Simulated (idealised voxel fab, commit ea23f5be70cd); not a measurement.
process module | voxel air gaps
cross-section cut | 290 nm wide | cells 5 nm
A cross-section is a grid of square cells, given in bands from the top down. A band is one or more rows of cells.
Each band's line starts with the height of the band's top and of its bottom, in nm. Then come its materials from left to right, each with its width in nm. One material with "throughout" fills the band from edge to edge. "air" is empty space.
Height 0 is the level under which the wafer as received is all one material. The lowest band goes on downwards, as in "0 down".
A width such as "30 to 40" changes by the same amount from each row of cells to the next, from the band's top row to its bottom row.
"no change" after a step means that no cell of the cross-section changed.
closed voids: empty space of 8 cells or more with no open way to the top, each as width x height at its distance from the left edge, in nm
after a step's settings: what the simulator itself notes on the step
overlay nm, on a step with a mask: how far to the right of its planned place the mask lay; to the left if negative
plan
1 op RECEIVE | material Si
2 op CONFORMAL_DEP | material SiO2 | thk nm 10
3 op CONFORMAL_DEP | material SiCN | thk nm 5
4 op DIRECTIONAL_DEP | material lowk | thk nm 40
5 op PATTERN | tone open | mask id LINES | material resist | width nm 15 | pitch nm 40 | thk nm 15 | overlay nm 0
6 op DIRECTIONAL_ETCH | etch materials lowk | depth nm 40
7 op STRIP | etch materials resist
8 op CONFORMAL_DEP | material TiN | thk nm 5
9 op FILL_DEP | material Ru | thk nm 10
10 op CMP | height nm 55
11 op EPI | material Ru | thk nm 10
12 op SELECTIVE_ETCH | etch materials lowk | depth nm 50
13 op CONFORMAL_DEP | material SiCN | thk nm 5
as received, after step 1
  0 down: Si throughout
  closed voids: none
a wafer at the end: this start, this plan, one mistake
  80 to 75: air 70 | SiCN 145 | air 75
  75 to 55: air 70 | SiCN 5 | Ru 135 | SiCN 5 | air 75
  55 to 50: air 70 | SiCN 25 | TiN 5 | Ru 5 | TiN 5 | lowk 25 | TiN 5 | Ru 5 | TiN 5 | lowk 25 | TiN 5 | Ru 5 | TiN 5 | SiCN 25 | air 75
  50 to 20: air 90 | SiCN 5 | TiN 5 | Ru 5 | TiN 5 | lowk 25 | TiN 5 | Ru 5 | TiN 5 | lowk 25 | TiN 5 | Ru 5 | TiN 5 | SiCN 5 | air 95
  20 to 15: SiCN 95 | TiN 15 | lowk 25 | TiN 15 | lowk 25 | TiN 15 | SiCN 100
  15 to 10: SiCN throughout
  10 to 0: SiO2 throughout
  0 down: Si throughout
  closed voids: none
what went wrong: step 11 was run twice
